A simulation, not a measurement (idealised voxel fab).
The following process module bears the name voxel gate over fins.
This is section cut - it's 165 nm across, gridded in 5 nm square cells.
In what follows, cross-sections appear as grids of square cells, described through bands that run from the top down, where every band is one or more rows of cells. For a band, the entry starts with two heights in nm, that of the top and then that of the bottom, and carries on with the band's materials in order from left to right, each alongside its width in nm; the word "everywhere" beside a single material means it fills the band edge to edge, and "air" means empty space. Below 0: as-received wafer, all one material; heights counted from there. Lowest band: no bottom, goes on down, written "0..down". You'd read "30 to 40" like this: the band's top row of cells is as wide as the first number, its bottom row is as wide as the second, and going down, every row changes width by the same amount as the row before did. Reading "identical to before" for a step: not a cell of the cross-section changed in it. Enclosed voids (no open way to top), threshold 8 cells or more, entry "Closed-off voids", notation width x height at distance, distance from left edge, nm. after a step's settings: what the simulator itself notes on the step. overlay nm: mask right of planned place by this much (step with mask). Neg. = left.
[Steps planned for the process]
- 1: RECEIVE [material Si]
- 2: CONFORMAL_DEP [material SiN] [thk nm 10]
- 3: MASKED_ETCH [tone cover] [mask id FINS] [width nm 15] [pitch nm 55] [etch materials SiN] [depth nm 10] [overlay nm 0]
- 4: MASKED_ETCH [tone cover] [mask id FINS] [width nm 15] [pitch nm 55] [etch materials Si] [depth nm 30] [overlay nm 0]
- 5: OXIDIZE [depth nm 5]
- 6: FILL_DEP [material SiO2] [thk nm 5]
- 7: CMP [height nm 10]
- 8: DIRECTIONAL_DEP [material aC] [thk nm 10]
- 9: PATTERN [tone open] [mask id RAIL] [material resist] [width nm 15] [thk nm 30] [overlay nm 0]
- 10: DIRECTIONAL_ETCH [etch materials aC] [depth nm 10]
- 11: STRIP [etch materials resist]
- 12: DIRECTIONAL_ETCH [etch materials SiO2] [depth nm 35]
- 13: STRIP [etch materials aC]
- 14: CONFORMAL_DEP [material TiN] [thk nm 5]
- 15: FILL_DEP [material W] [thk nm 5]
- 16: CMP [height nm 10]
- 17: SELECTIVE_ETCH [etch materials W Ru TiN] [depth nm 30]
- 18: FILL_DEP [material SiO2] [thk nm 5]
- 19: CMP [height nm 10]
- 20: SELECTIVE_ETCH [etch materials SiO2] [depth nm 20]
- 21: STRIP [etch materials SiN]
- 22: CONFORMAL_DEP [material HfO2] [thk nm 5]
- 23: CONFORMAL_DEP [material TiN] [thk nm 5]
- 24: CONFORMAL_DEP [material TiAl] [thk nm 5]
- 25: CONFORMAL_DEP [material TiN] [thk nm 5]
- 26: FILL_DEP [material W] [thk nm 10]
- 27: CMP [height nm 25]
- 28: CONFORMAL_DEP [material SiN] [thk nm 10]
[Wafer, first of two, run as planned]
[Cross-section of the incoming wafer, state after step 1]
> 0..down = Si everywhere
> Closed-off voids: none
[The wafer in cross-section once step 2 is complete]
> 10..0 = SiN everywhere
> below 0: unchanged
[The wafer in cross-section once step 3 is complete]
> 10..0 = 45 of air, then 15 of SiN, then 40 of air, then 15 of SiN, then 50 of air
> below 0: unchanged
[The wafer in cross-section once step 4 is complete]
> 10..0 = 45 of air, then 15 of SiN, then 40 of air, then 15 of SiN, then 50 of air
> 0..-30 = 45 of air, then 15 of Si, then 40 of air, then 15 of Si, then 50 of air
> below -30: unchanged
[The wafer in cross-section once step 5 is complete]
> 10..0 = 45 of air, then 15 of SiN, then 40 of air, then 15 of SiN, then 50 of air
> 0..-30 = 45 of air, then 5 of SiO2, then 5 of Si, then 5 of SiO2, then 40 of air, then 5 of SiO2, then 5 of Si, then 5 of SiO2, then 50 of air
> -30..-35 = 50 of SiO2, then 5 of Si, then 50 of SiO2, then 5 of Si, then 55 of SiO2
> below -35: unchanged
[The wafer in cross-section once step 6 is complete]
> 15..10 = SiO2 everywhere
> 10..0 = 45 of SiO2, then 15 of SiN, then 40 of SiO2, then 15 of SiN, then 50 of SiO2
> 0..-35 = 50 of SiO2, then 5 of Si, then 50 of SiO2, then 5 of Si, then 55 of SiO2
> below -35: unchanged
[The wafer in cross-section once step 7 is complete]
> 10..0 = 45 of SiO2, then 15 of SiN, then 40 of SiO2, then 15 of SiN, then 50 of SiO2
> below 0: unchanged
[The wafer in cross-section once step 8 is complete]
> 20..10 = aC everywhere
> below 10: unchanged
[The wafer in cross-section once step 9 is complete]
> 50..20 = 70 of resist, then 15 of air, then 80 of resist
> below 20: unchanged
[The wafer in cross-section once step 10 is complete]
> 40..20 = 70 of resist, then 15 of air, then 80 of resist
> 20..10 = 70 of aC, then 15 of air, then 80 of aC
> below 10: unchanged
[The wafer in cross-section once step 11 is complete]
> 20..10 = 70 of aC, then 15 of air, then 80 of aC
> below 10: unchanged
[The wafer in cross-section once step 12 is complete]
> 20..10 = 70 of aC, then 15 of air, then 80 of aC
> 10..0 = 45 of SiO2, then 15 of SiN, then 10 of SiO2, then 15 of air, then 15 of SiO2, then 15 of SiN, then 50 of SiO2
> 0..-25 = 50 of SiO2, then 5 of Si, then 15 of SiO2, then 15 of air, then 20 of SiO2, then 5 of Si, then 55 of SiO2
> below -25: unchanged
[The wafer in cross-section once step 13 is complete]
> 10..0 = 45 of SiO2, then 15 of SiN, then 10 of SiO2, then 15 of air, then 15 of SiO2, then 15 of SiN, then 50 of SiO2
> below 0: unchanged
[The wafer in cross-section once step 14 is complete]
> 15..10 = 75 of TiN, then 5 of air, then 85 of TiN
> 10..0 = 45 of SiO2, then 15 of SiN, then 10 of SiO2, then 5 of TiN, then 5 of air, then 5 of TiN, then 15 of SiO2, then 15 of SiN, then 50 of SiO2
> 0..-20 = 50 of SiO2, then 5 of Si, then 15 of SiO2, then 5 of TiN, then 5 of air, then 5 of TiN, then 20 of SiO2, then 5 of Si, then 55 of SiO2
> -20..-25 = 50 of SiO2, then 5 of Si, then 15 of SiO2, then 15 of TiN, then 20 of SiO2, then 5 of Si, then 55 of SiO2
> below -25: unchanged
[The wafer in cross-section once step 15 is complete]
> 20..15 = W everywhere
> 15..10 = 75 of TiN, then 5 of W, then 85 of TiN
> 10..0 = 45 of SiO2, then 15 of SiN, then 10 of SiO2, then 5 of TiN, then 5 of W, then 5 of TiN, then 15 of SiO2, then 15 of SiN, then 50 of SiO2
> 0..-20 = 50 of SiO2, then 5 of Si, then 15 of SiO2, then 5 of TiN, then 5 of W, then 5 of TiN, then 20 of SiO2, then 5 of Si, then 55 of SiO2
> below -20: unchanged
[The wafer in cross-section once step 16 is complete]
> 10..0 = 45 of SiO2, then 15 of SiN, then 10 of SiO2, then 5 of TiN, then 5 of W, then 5 of TiN, then 15 of SiO2, then 15 of SiN, then 50 of SiO2
> below 0: unchanged
[The wafer in cross-section once step 17 is complete]
> 10..0 = 45 of SiO2, then 15 of SiN, then 10 of SiO2, then 15 of air, then 15 of SiO2, then 15 of SiN, then 50 of SiO2
> 0..-20 = 50 of SiO2, then 5 of Si, then 15 of SiO2, then 15 of air, then 20 of SiO2, then 5 of Si, then 55 of SiO2
> below -20: unchanged
[The wafer in cross-section once step 18 is complete]
> 15..10 = SiO2 everywhere
> 10..0 = 45 of SiO2, then 15 of SiN, then 40 of SiO2, then 15 of SiN, then 50 of SiO2
> 0..-20 = 50 of SiO2, then 5 of Si, then 50 of SiO2, then 5 of Si, then 55 of SiO2
> below -20: unchanged
[The wafer in cross-section once step 19 is complete]
> 10..0 = 45 of SiO2, then 15 of SiN, then 40 of SiO2, then 15 of SiN, then 50 of SiO2
> below 0: unchanged
[The wafer in cross-section once step 20 is complete]
> 10..0 = 45 of air, then 15 of SiN, then 40 of air, then 15 of SiN, then 50 of air
> 0..-10 = 50 of air, then 5 of Si, then 50 of air, then 5 of Si, then 55 of air
> below -10: unchanged
[The wafer in cross-section once step 21 is complete]
> 0..-10 = 50 of air, then 5 of Si, then 50 of air, then 5 of Si, then 55 of air
> below -10: unchanged
[The wafer in cross-section once step 22 is complete]
> 5..0 = 45 of air, then 15 of HfO2, then 40 of air, then 15 of HfO2, then 50 of air
> 0..-5 = 45 of air, then 5 of HfO2, then 5 of Si, then 5 of HfO2, then 40 of air, then 5 of HfO2, then 5 of Si, then 5 of HfO2, then 50 of air
> -5..-10 = 50 of HfO2, then 5 of Si, then 50 of HfO2, then 5 of Si, then 55 of HfO2
> below -10: unchanged
[The wafer in cross-section once step 23 is complete]
> 10..5 = 40 of air, then 25 of TiN, then 30 of air, then 25 of TiN, then 45 of air
> 5..0 = 40 of air, then 5 of TiN, then 15 of HfO2, then 5 of TiN, then 30 of air, then 5 of TiN, then 15 of HfO2, then 5 of TiN, then 45 of air
> 0..-5 = 45 of TiN, then 5 of HfO2, then 5 of Si, then 5 of HfO2, then 40 of TiN, then 5 of HfO2, then 5 of Si, then 5 of HfO2, then 50 of TiN
> below -5: unchanged
[The wafer in cross-section once step 24 is complete]
> 15..10 = 35 of air, then 35 of TiAl, then 20 of air, then 35 of TiAl, then 40 of air
> 10..5 = 35 of air, then 5 of TiAl, then 25 of TiN, then 5 of TiAl, then 20 of air, then 5 of TiAl, then 25 of TiN, then 5 of TiAl, then 40 of air
> 5..0 = 40 of TiAl, then 5 of TiN, then 15 of HfO2, then 5 of TiN, then 30 of TiAl, then 5 of TiN, then 15 of HfO2, then 5 of TiN, then 45 of TiAl
> below 0: unchanged
[The wafer in cross-section once step 25 is complete]
> 20..15 = 30 of air, then 45 of TiN, then 10 of air, then 45 of TiN, then 35 of air
> 15..10 = 30 of air, then 5 of TiN, then 35 of TiAl, then 5 of TiN, then 10 of air, then 5 of TiN, then 35 of TiAl, then 5 of TiN, then 35 of air
> 10..5 = 35 of TiN, then 5 of TiAl, then 25 of TiN, then 5 of TiAl, then 20 of TiN, then 5 of TiAl, then 25 of TiN, then 5 of TiAl, then 40 of TiN
> below 5: unchanged
[The wafer in cross-section once step 26 is complete]
> 30..20 = W everywhere
> 20..15 = 30 of W, then 45 of TiN, then 10 of W, then 45 of TiN, then 35 of W
> 15..10 = 30 of W, then 5 of TiN, then 35 of TiAl, then 5 of TiN, then 10 of W, then 5 of TiN, then 35 of TiAl, then 5 of TiN, then 35 of W
> below 10: unchanged
[The wafer in cross-section once step 27 is complete]
> 25..20 = W everywhere
> below 20: unchanged
[The wafer in cross-section once step 28 is complete]
> 35..25 = SiN everywhere
> below 25: unchanged
[Wafer two. Identical start, identical plan. One mistake in execution. Identical history through step 21]
Second wafer, cut view, end of step 22 per plan: identical to before
[Second wafer, cut view, end of step 23 per plan]
> 5..0 = 45 of air, then 15 of TiN, then 40 of air, then 15 of TiN, then 50 of air
> 0..-5 = 45 of air, then 5 of TiN, then 5 of Si, then 5 of TiN, then 40 of air, then 5 of TiN, then 5 of Si, then 5 of TiN, then 50 of air
> -5..-10 = 50 of TiN, then 5 of Si, then 50 of TiN, then 5 of Si, then 55 of TiN
> below -10: unchanged
[Second wafer, cut view, end of step 24 per plan]
> 10..5 = 40 of air, then 25 of TiAl, then 30 of air, then 25 of TiAl, then 45 of air
> 5..0 = 40 of air, then 5 of TiAl, then 15 of TiN, then 5 of TiAl, then 30 of air, then 5 of TiAl, then 15 of TiN, then 5 of TiAl, then 45 of air
> 0..-5 = 45 of TiAl, then 5 of TiN, then 5 of Si, then 5 of TiN, then 40 of TiAl, then 5 of TiN, then 5 of Si, then 5 of TiN, then 50 of TiAl
> below -5: unchanged
[Second wafer, cut view, end of step 25 per plan]
> 15..10 = 35 of air, then 35 of TiN, then 20 of air, then 35 of TiN, then 40 of air
> 10..5 = 35 of air, then 5 of TiN, then 25 of TiAl, then 5 of TiN, then 20 of air, then 5 of TiN, then 25 of TiAl, then 5 of TiN, then 40 of air
> 5..0 = 40 of TiN, then 5 of TiAl, then 15 of TiN, then 5 of TiAl, then 30 of TiN, then 5 of TiAl, then 15 of TiN, then 5 of TiAl, then 45 of TiN
> below 0: unchanged
[Second wafer, cut view, end of step 26 per plan]
> 25..15 = W everywhere
> 15..10 = 35 of W, then 35 of TiN, then 20 of W, then 35 of TiN, then 40 of W
> 10..5 = 35 of W, then 5 of TiN, then 25 of TiAl, then 5 of TiN, then 20 of W, then 5 of TiN, then 25 of TiAl, then 5 of TiN, then 40 of W
> below 5: unchanged
Second wafer, cut view, end of step 27 per plan: identical to before
[Second wafer, cut view, end of step 28 per plan]
> 35..25 = SiN everywhere
> below 25: unchanged
Short version of what went wrong: step 22 of the plan was jumped over and never run
Wafer comparison, final, in cells, second relative to first, materials more or fewer: 41 fewer of HfO2, 41 more of W
